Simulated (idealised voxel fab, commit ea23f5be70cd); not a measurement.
The following process module bears the name voxel self aligned vias.
The figure presents cross-section cut, which has a width of 260 nm and is divided into square cells with an edge length of 5 nm.
Cross-section layout: square cells on a grid; listed as bands, top to bottom; a band spans one or more cell rows.
Per band: top height and bottom height in nm, followed by the left-to-right materials and their widths in nm; "throughout" marks a single material spanning edge to edge, "empty" marks empty space.
The reference from which all heights are counted is 0, the level beneath which the as-received wafer is entirely one material; the lowest band, having no lower bound, proceeds downward and is written after the example "0..down".
The expression "30 to 40" gives the width at the extremes of the band, the first number at its top row of cells and the second at its bottom row, with the width changing by equal amounts from each row to the next in between.
"nothing changed" (step): cross-section cells unchanged, all of them.
Empty spaces counting at least 8 cells and having no open way to the top are listed in "Enclosed void list". The notation width x height at distance is used for each, the distance being from the left edge and all three values in nm.
Where a step's line continues beyond its settings, the continuation is a remark by the simulator itself on that step.
"overlay nm", when on a step's line for a step with a mask, measures how far to the right of its planned place the mask lay; a negative measure means to the left.
# So here's the lineup of process steps we planned
- 1: RECEIVE (material Si)
- 2: CONFORMAL_DEP (material SiO2; thk nm 10)
- 3: CONFORMAL_DEP (material SiCN; thk nm 5)
- 4: DIRECTIONAL_DEP (material lowk; thk nm 30)
- 5: MASKED_ETCH (tone open; mask id LINES; width nm 30; pitch nm 70; etch materials lowk; depth nm 30; overlay nm 0)
- 6: CONFORMAL_DEP (material TiN; thk nm 5)
- 7: FILL_DEP (material Ru; thk nm 5)
- 8: CMP (height nm 45)
- 9: SELECTIVE_ETCH (etch materials W Ru TiN; depth nm 10)
- 10: FILL_DEP (material SiN; thk nm 5)
- 11: CMP (height nm 45)
- 12: DIRECTIONAL_DEP (material lowk; thk nm 15)
- 13: MASKED_ETCH (tone open; mask id VIAS; width nm 50; pitch nm 140; etch materials lowk; depth nm 15; overlay nm 0)
- 14: MASKED_ETCH (tone open; mask id VIAS; width nm 50; pitch nm 140; etch materials SiN; depth nm 10; overlay nm 0)
- 15: CONFORMAL_DEP (material TiN; thk nm 5)
- 16: FILL_DEP (material Ru; thk nm 10)
- 17: CMP (height nm 60)
- 18: CONFORMAL_DEP (material SiCN; thk nm 5)
# Cross-section: wafer on arrival = after step 1
* 0..down | Si throughout
* Enclosed void list: none
# The following cross-section depicts the wafer upon conclusion of the module. Processing commenced from the starting condition illustrated above and adhered to the plan illustrated above, save for one mistake in execution
* 65..60 | SiCN throughout
* 60..45 | 35 nm lowk; 5 nm TiN; 40 nm Ru; 5 nm TiN; 90 nm lowk; 5 nm TiN; 40 nm Ru; 5 nm TiN; 35 nm lowk
* 45..40 | 35 nm lowk; 5 nm TiN; 40 nm Ru; 5 nm TiN; 30 nm lowk; 30 nm SiN; 30 nm lowk; 5 nm TiN; 40 nm Ru; 5 nm TiN; 35 nm lowk
* 40..35 | 35 nm lowk; 50 nm TiN; 30 nm lowk; 30 nm SiN; 30 nm lowk; 50 nm TiN; 35 nm lowk
* 35..30 | 35 nm lowk; 15 nm TiN; 20 nm Ru; 15 nm TiN; 30 nm lowk; 5 nm TiN; 20 nm Ru; 5 nm TiN; 30 nm lowk; 15 nm TiN; 20 nm Ru; 15 nm TiN; 35 nm lowk
* 30..20 | 45 nm lowk; 5 nm TiN; 20 nm Ru; 5 nm TiN; 40 nm lowk; 5 nm TiN; 20 nm Ru; 5 nm TiN; 40 nm lowk; 5 nm TiN; 20 nm Ru; 5 nm TiN; 45 nm lowk
* 20..15 | 45 nm lowk; 30 nm TiN; 40 nm lowk; 30 nm TiN; 40 nm lowk; 30 nm TiN; 45 nm lowk
* 15..10 | SiCN throughout
* 10..0 | SiO2 throughout
* 0..down | Si throughout
* Enclosed void list: none
Diagnosis: plan step 13 ran twice
